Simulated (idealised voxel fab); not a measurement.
This is a process module. Its name is voxel self aligned vias.
In the cross-section labelled cut, the width is 255 nm and each square cell is 5 nm.
In what follows, cross-sections appear as grids of square cells, described through bands that run from the top down, where every band is one or more rows of cells.
Basically the band line says how high the top is and how high the bottom is, in nm, and then what's in it from left to right, every material with its width in nm. Empty space shows up as "empty", and if a single material carries "throughout" it runs the full band edge to edge.
Height datum 0, below which the as-received substrate wafer is one material. Lowest band open at the bottom, running downward: "0 -> down".
So if you see something like "30..40" for the width, read it as the top row of the band sitting at the first number and the bottom row at the second, with every row in between moving by the same amount as the last.
Where a step carries "nothing different", the cross-section came out of it unchanged, cell for cell.
"Enclosed voids": empty spaces of 8 cells or more with no open way to the top, each given as width x height at distance, distance from the left edge, all in nm.
On each step's line, the part that comes after the settings is the simulator's own comment on the step.
What "overlay nm" on a step's line means: if the step has a mask, that mask lay this far to the right of its planned place, or, when the value is negative, to the left.
-- Below is the list of planned process steps
1) RECEIVE [material Si]
2) CONFORMAL_DEP [material SiO2] [thk nm 10]
3) CONFORMAL_DEP [material SiCN] [thk nm 5]
4) DIRECTIONAL_DEP [material lowk] [thk nm 30]
5) PATTERN [tone open] [mask id LINES] [material resist] [width nm 25] [pitch nm 70] [thk nm 15] [overlay nm 0]
6) DIRECTIONAL_ETCH [etch materials lowk] [depth nm 30]
7) STRIP [etch materials resist]
8) CONFORMAL_DEP [material TiN] [thk nm 5]
9) FILL_DEP [material Ru] [thk nm 5]
10) CMP [height nm 45]
11) SELECTIVE_ETCH [etch materials W Ru TiN] [depth nm 5]
12) FILL_DEP [material SiN] [thk nm 10]
13) CMP [height nm 45]
14) DIRECTIONAL_DEP [material lowk] [thk nm 15]
15) DIRECTIONAL_DEP [material aC] [thk nm 10]
16) PATTERN [tone open] [mask id VIAS] [material resist] [width nm 45] [thk nm 30] [overlay nm 0]
17) DIRECTIONAL_ETCH [etch materials aC] [depth nm 10]
18) STRIP [etch materials resist]
19) DIRECTIONAL_ETCH [etch materials lowk] [depth nm 15]
20) DIRECTIONAL_ETCH [etch materials SiN] [depth nm 5]
21) STRIP [etch materials aC]
22) CONFORMAL_DEP [material TiN] [thk nm 5]
23) FILL_DEP [material Ru] [thk nm 5]
24) CMP [height nm 60]
25) CONFORMAL_DEP [material SiN] [thk nm 5]
-- The cross-section here shows the wafer as received, i.e. in its state after step 1
	0 -> down | Si throughout
	Enclosed voids: none
-- Here's the cross-section of the first of our two wafers at the end of the module - it ran as planned
	65 -> 60 | SiN throughout
	60 -> 50 | lowk (70), then TiN (5), then Ru (35), then TiN (5), then lowk (140)
	50 -> 45 | lowk (70), then TiN (15), then Ru (15), then TiN (15), then lowk (140)
	45 -> 40 | lowk (80), then TiN (25), then lowk (45), then SiN (25), then lowk (80)
	40 -> 20 | lowk (80), then TiN (5), then Ru (15), then TiN (5), then lowk (45), then TiN (5), then Ru (15), then TiN (5), then lowk (80)
	20 -> 15 | lowk (80), then TiN (25), then lowk (45), then TiN (25), then lowk (80)
	15 -> 10 | SiCN throughout
	10 -> 0 | SiO2 throughout
	0 -> down | Si throughout
	Enclosed voids: none
-- The second wafer, shown in cross-section after the module: started the same way as the first and given the same plan, yet one mistake crept into how it was run
	65 -> 60 | SiN throughout
	60 -> 45 | lowk (70), then TiN (5), then Ru (35), then TiN (5), then lowk (140)
	45 -> 40 | lowk (70), then TiN (45), then lowk (35), then SiN (25), then lowk (80)
	40 -> 30 | lowk (70), then TiN (15), then Ru (15), then TiN (15), then lowk (35), then TiN (5), then Ru (15), then TiN (5), then lowk (80)
	30 -> 20 | lowk (80), then TiN (5), then Ru (15), then TiN (5), then lowk (45), then TiN (5), then Ru (15), then TiN (5), then lowk (80)
	20 -> 15 | lowk (80), then TiN (25), then lowk (45), then TiN (25), then lowk (80)
	15 -> 10 | SiCN throughout
	10 -> 0 | SiO2 throughout
	0 -> down | Si throughout
	Enclosed voids: none
It is concluded that the wafer was processed incorrectly with respect to the plan, in that step 19 of the plan was performed twice
Count the cells at the end and the second wafer has more or fewer of some materials than the first: Ru +4 | TiN +8 | lowk -12
